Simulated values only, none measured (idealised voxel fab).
process module | voxel ribs on slabs
cross-section cut | 260 nm wide | cells 5 nm
A cross-section is a grid of square cells, given in bands from the top down. A band is one or more rows of cells.
Each band's line starts with the height of the band's top and of its bottom, in nm. Then come its materials from left to right, each with its width in nm. One material with "throughout" fills the band from edge to edge. "air" is empty space.
Height 0 is the level under which the wafer as received is all one material. The lowest band goes on downwards, as in "0 down".
A width such as "30 to 40" changes by the same amount from each row of cells to the next, from the band's top row to its bottom row.
"no change" after a step means that no cell of the cross-section changed.
closed voids: empty space of 8 cells or more with no open way to the top, each as width x height at its distance from the left edge, in nm
after a step's settings: what the simulator itself notes on the step
overlay nm, on a step with a mask: how far to the right of its planned place the mask lay; to the left if negative
plan
1 op RECEIVE | material Si
2 op DIRECTIONAL_DEP | material SiO2 | thk nm 25
3 op DIRECTIONAL_DEP | material SiN | thk nm 20
4 op DIRECTIONAL_DEP | material aC | thk nm 15
5 op PATTERN | tone cover | mask id RIB | material resist | width nm 25 | thk nm 30 | overlay nm 0
6 op DIRECTIONAL_ETCH | etch materials aC | depth nm 15
7 op STRIP | etch materials resist
8 op DIRECTIONAL_ETCH | etch materials SiN | depth nm 15
9 op STRIP | etch materials aC
10 op DIRECTIONAL_DEP | material aC | thk nm 10
11 op PATTERN | tone cover | mask id SLAB | material resist | width nm 75 | thk nm 30 | overlay nm 0
12 op DIRECTIONAL_ETCH | etch materials aC | depth nm 10
13 op STRIP | etch materials resist
14 op DIRECTIONAL_ETCH | etch materials SiN | depth nm 5
15 op STRIP | etch materials aC
16 op FILL_DEP | material SiO2 | thk nm 25
17 op CMP | height nm 65
18 op DIRECTIONAL_DEP | material TiN | thk nm 10
19 op MASKED_ETCH | tone cover | mask id HEATER | width nm 35 | etch materials TiN | depth nm 10 | overlay nm 0
20 op CONFORMAL_DEP | material SiO2 | thk nm 5
as received, after step 1
  0 down: Si throughout
  closed voids: none
a wafer at the end: this start, this plan, one mistake
  80 to 75: air 105 | SiO2 45 | air 110
  75 to 70: air 105 | SiO2 5 | TiN 35 | SiO2 5 | air 110
  70 to 65: SiO2 110 | TiN 35 | SiO2 115
  65 to 60: SiO2 throughout
  60 to 45: TiN throughout
  45 to 25: SiN throughout
  25 to 0: SiO2 throughout
  0 down: Si throughout
  closed voids: none
what went wrong: step 4 ran as: op DIRECTIONAL_DEP | material TiN | thk nm 15
